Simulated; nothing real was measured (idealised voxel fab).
process module | voxel transistor to metal
Cross-section cut: width 155 nm, square cells of 5 nm.
Cross-section, as written here: a square-cell grid given band by band from the top down, where a band holds one or more rows of cells. Band: top and bottom heights (nm) first, top before bottom; then materials from left to right, widths in nm. "full width" marks a sole material filling the band edge to edge. "air" denotes empty space. Below 0: as-received wafer, all one material; heights counted from there. Lowest band: no bottom, goes on down, written "from 0 down". Read "30->40" as a graded width: first number on top, second number at the bottom, same change between each pair of neighbouring rows. Take "no change occurred" at face value: in the step it is given for, the cross-section changed in none of its cells. "Unvented cavities" means: voids of 8 cells or more that are shut off from the top with no open way through. Written width x height at distance, distance from the left edge, in nm. Where a step's line continues beyond its settings, the continuation is a remark by the simulator itself on that step. A step's line can hold "overlay nm"; with a mask on that step, the setting says how far right of the planned place the mask lay, while a negative setting says it lay to the left.
Process steps (planned):
| 1 | RECEIVE,material Si |
| 2 | CONFORMAL_DEP,material SiO2,thk nm 5 |
| 3 | CONFORMAL_DEP,material SiN,thk nm 15 |
| 4 | DIRECTIONAL_DEP,material aC,thk nm 10 |
| 5 | PATTERN,tone cover,mask id ACTIVE,material resist,width nm 95,thk nm 30,overlay nm 0 |
| 6 | DIRECTIONAL_ETCH,etch materials aC,depth nm 10 |
| 7 | STRIP,etch materials resist |
| 8 | DIRECTIONAL_ETCH,etch materials SiN,depth nm 15 |
| 9 | DIRECTIONAL_ETCH,etch materials SiO2,depth nm 5 |
| 10 | DIRECTIONAL_ETCH,etch materials Si,depth nm 20 |
| 11 | STRIP,etch materials aC |
| 12 | FILL_DEP,material SiO2,thk nm 10 |
| 13 | CMP,height nm 20 |
| 14 | SELECTIVE_ETCH,etch materials SiO2,depth nm 10 |
| 15 | STRIP,etch materials SiN |
| 16 | SELECTIVE_ETCH,etch materials SiO2,depth nm 5 |
| 17 | OXIDIZE,depth nm 5 |
| 18 | DIRECTIONAL_DEP,material polySi,thk nm 25 |
| 19 | DIRECTIONAL_DEP,material SiCN,thk nm 15 |
| 20 | DIRECTIONAL_DEP,material aC,thk nm 15 |
| 21 | PATTERN,tone cover,mask id GATE,material resist,width nm 15,thk nm 35,overlay nm 0 |
| 22 | DIRECTIONAL_ETCH,etch materials aC,depth nm 15 |
| 23 | STRIP,etch materials resist |
| 24 | DIRECTIONAL_ETCH,etch materials SiCN,depth nm 25 |
| 25 | DIRECTIONAL_ETCH,etch materials polySi,depth nm 35 |
| 26 | STRIP,etch materials aC |
| 27 | CONFORMAL_DEP,material SiO2,thk nm 5 |
| 28 | DIRECTIONAL_ETCH,etch materials SiO2,depth nm 5 |
| 29 | CONFORMAL_DEP,material SiN,thk nm 10 |
| 30 | DIRECTIONAL_ETCH,etch materials SiN,depth nm 10 |
| 31 | DIRECTIONAL_ETCH,etch materials SiO2,depth nm 5 |
| 32 | DIRECTIONAL_ETCH,etch materials Si,depth nm 10 |
| 33 | EPI,material SiGe,thk nm 10 |
| 34 | FILL_DEP,material SiO2,thk nm 10 |
| 35 | CMP,height nm 40 |
| 36 | DIRECTIONAL_DEP,material SiO2,thk nm 10 |
| 37 | DIRECTIONAL_DEP,material aC,thk nm 15 |
| 38 | PATTERN,tone open,mask id CONTACT,material resist,width nm 30,pitch nm 55,thk nm 30,overlay nm 0 |
| 39 | DIRECTIONAL_ETCH,etch materials aC,depth nm 15 |
| 40 | STRIP,etch materials resist |
| 41 | DIRECTIONAL_ETCH,etch materials SiO2,depth nm 45 |
| 42 | STRIP,etch materials aC |
| 43 | CONFORMAL_DEP,material TiN,thk nm 5 |
| 44 | FILL_DEP,material Ru,thk nm 10 |
| 45 | CMP,height nm 50 |
| 46 | DIRECTIONAL_DEP,material TiN,thk nm 5 |
| 47 | DIRECTIONAL_DEP,material W,thk nm 20 |
| 48 | MASKED_ETCH,tone cover,mask id METAL_1,width nm 20,pitch nm 65,etch materials W,depth nm 20,overlay nm 0 |
| 49 | MASKED_ETCH,tone cover,mask id METAL_1,width nm 20,pitch nm 65,etch materials TiN,depth nm 5,overlay nm 0 |
| 50 | FILL_DEP,material SiO2,thk nm 10 |
| 51 | CMP,height nm 75 |
| 52 | CONFORMAL_DEP,material SiN,thk nm 5 |
As-received wafer cross-section (after step 1):
    from 0 down: Si full width
    Unvented cavities: none
End-of-module cross-section. Starting structure and process plan as above; one mistake made in running it:
    from 80 to 75: SiN full width
    from 75 to 55: SiO2: 35, W: 20, SiO2: 45, W: 20, SiO2: 35
    from 55 to 50: SiO2: 35, TiN: 20, SiO2: 45, TiN: 20, SiO2: 35
    from 50 to 40: SiO2: 35, TiN: 5, Ru: 20->10, TiN: 5->15, SiO2: 25, TiN: 5->15, Ru: 20->10, TiN: 5, SiO2: 35
    from 40 to 30: SiO2: 35, TiN: 5, Ru: 10, TiN: 5, SiN: 10, SiO2: 5, SiCN: 15, SiO2: 5, SiN: 10, TiN: 5, Ru: 10, TiN: 5, SiO2: 35
    from 30 to 15: SiO2: 35, TiN: 5, Ru: 10, TiN: 5, SiN: 10, SiO2: 5, polySi: 15, SiO2: 5, SiN: 10, TiN: 5, Ru: 10, TiN: 5, SiO2: 35
    from 15 to 10: SiO2: 35, TiN: 20, SiN: 10, SiO2: 5, polySi: 15, SiO2: 5, SiN: 10, TiN: 20, SiO2: 35
    from 10 to 5: SiO2: 35, TiN: 10, SiGe: 10, SiN: 10, SiO2: 5, polySi: 15, SiO2: 5, SiN: 10, SiGe: 10, TiN: 10, SiO2: 35
    from 5 to 0: SiO2: 45, SiGe: 10, SiO2: 45, SiGe: 10, SiO2: 45
    from 0 to -10: SiO2: 30, SiGe: 25, Si: 45, SiGe: 25, SiO2: 30
    from -10 to -20: SiO2: 30, Si: 95, SiO2: 30
    from -20 down: Si full width
    Unvented cavities: none
Heads up, the wafer didn't run the way we planned it: the processing plan was not followed for steps 15 and 16, which were run with their positions exchanged
